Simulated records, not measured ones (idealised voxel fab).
Herein follows the process module entitled voxel capacitor over wiring.
Section shown: cut. Width: 235 nm. Cell size: 5 nm, square.
Cross-sections here: square-cell grids, written as top-down lists of bands, a band being one or more rows of cells. A band entry consists of two parts. The first gives the height of the band's top and the height of its bottom, in nm. The rest lists the band's materials from left to right, each with its width in nm. A single material labelled with the word "full width" fills the band from edge to edge, and the word "blank" marks empty space. Measure heights from 0. That's the level where, below it, the as-received wafer is all one material. The lowest band is bottomless and extends downward; write it as in "z 0 and below". The notation "30..40" denotes a width that varies across the rows of cells in the band, beginning at the first number in the top row, finishing at the second number in the bottom row, and changing by an identical amount from each row to the next. A step reported as "identical to before" is a step in which no cell of the cross-section changed. Look at "Closed internal voids" for the closed voids: empty spaces with no open path to the top, sized 8 cells or up. Each is width x height at distance, distance from the left edge, all nm. Formally, on a step line, whatever follows the settings is a remark that the simulator itself makes on the step. "overlay nm" on a masked step: distance the mask lay right of its planned place, negative for left.

[Intended process steps]
step 1: RECEIVE with material Si
step 2: CONFORMAL_DEP with material SiO2, thk nm 15
step 3: DIRECTIONAL_DEP with material TiN, thk nm 5
step 4: DIRECTIONAL_DEP with material W, thk nm 20
step 5: MASKED_ETCH with tone cover, mask id METAL_1, width nm 25, pitch nm 95, etch materials W, depth nm 20, overlay nm 0
step 6: MASKED_ETCH with tone cover, mask id METAL_1, width nm 25, pitch nm 95, etch materials TiN, depth nm 5, overlay nm 0
step 7: CONFORMAL_DEP with material SiN, thk nm 5
step 8: FILL_DEP with material lowk, thk nm 5
step 9: CMP with height nm 40
step 10: CONFORMAL_DEP with material SiCN, thk nm 5
step 11: DIRECTIONAL_DEP with material SiO2, thk nm 20
step 12: MASKED_ETCH with tone open, mask id PLUG_1, width nm 15, etch materials SiO2, depth nm 20, overlay nm 0
step 13: MASKED_ETCH with tone open, mask id PLUG_1, width nm 15, etch materials SiCN, depth nm 5, overlay nm 0
step 14: EPI with material Ru, thk nm 10
step 15: EPI with material Ru, thk nm 10
step 16: EPI with material Ru, thk nm 5
step 17: DIRECTIONAL_DEP with material TiN, thk nm 10
step 18: DIRECTIONAL_DEP with material Al2O3, thk nm 5
step 19: DIRECTIONAL_DEP with material TiN, thk nm 10
step 20: DIRECTIONAL_DEP with material aC, thk nm 15
step 21: PATTERN with tone cover, mask id UPPER_PLATE, material resist, width nm 75, thk nm 35, overlay nm 0
step 22: DIRECTIONAL_ETCH with etch materials aC, depth nm 15
step 23: STRIP with etch materials resist
step 24: DIRECTIONAL_ETCH with etch materials TiN, depth nm 10
step 25: DIRECTIONAL_ETCH with etch materials Al2O3, depth nm 5
step 26: STRIP with etch materials aC
step 27: MASKED_ETCH with tone cover, mask id LOWER_PLATE, width nm 85, etch materials TiN, depth nm 10, overlay nm 0
step 28: FILL_DEP with material SiO2, thk nm 15
step 29: CMP with height nm 100
step 30: DIRECTIONAL_DEP with material aC, thk nm 10
step 31: PATTERN with tone open, mask id PLUG_2, material resist, width nm 15, thk nm 25, overlay nm 0
step 32: DIRECTIONAL_ETCH with etch materials aC, depth nm 10
step 33: STRIP with etch materials resist
step 34: DIRECTIONAL_ETCH with etch materials SiO2, depth nm 10
step 35: STRIP with etch materials aC
step 36: CONFORMAL_DEP with material TiN, thk nm 5
step 37: FILL_DEP with material Ru, thk nm 10
step 38: CMP with height nm 100
step 39: CONFORMAL_DEP with material SiN, thk nm 5

[Incoming wafer, cross-sectional view, post step 1]
	z 0 and below: Si full width
	Closed internal voids: none

[Same starting wafer, same plan as above, one mistake in the execution; this is the cross-section at the end of the module]
	z 105 to 100: SiN full width
	z 100 to 95: SiO2 75 / TiN 5 / Ru 5 / TiN 5 / SiO2 145
	z 95 to 90: SiO2 75 / TiN 15 / SiO2 145
	z 90 to 80: SiO2 65 / TiN 15 / SiO2 155
	z 80 to 75: SiO2 65 / Al2O3 15 / SiO2 155
	z 75 to 65: SiO2 65 / TiN 15..75 / SiO2 155..95
	z 65 to 60: SiO2 80 / TiN 60 / SiO2 95
	z 60 to 55: SiO2 80 / Al2O3 60 / SiO2 95
	z 55 to 45: SiO2 60 / TiN 5 / SiO2 15 / TiN 65 / SiO2 90
	z 45 to 40: SiCN full width
	z 40 to 20: lowk 50 / SiN 5 / W 25 / SiN 5 / lowk 60 / SiN 5 / W 25 / SiN 5 / lowk 55
	z 20 to 15: SiN 55 / TiN 25 / SiN 70 / TiN 25 / SiN 60
	z 15 to 0: SiO2 full width
	z 0 and below: Si full width
	Closed internal voids: none
Short version of what went wrong: step 12 was run on a setting that differed from the plan, and what really ran there is MASKED_ETCH with tone cover, mask id PLUG_1, width nm 15, etch materials SiO2, depth nm 20, overlay nm 0
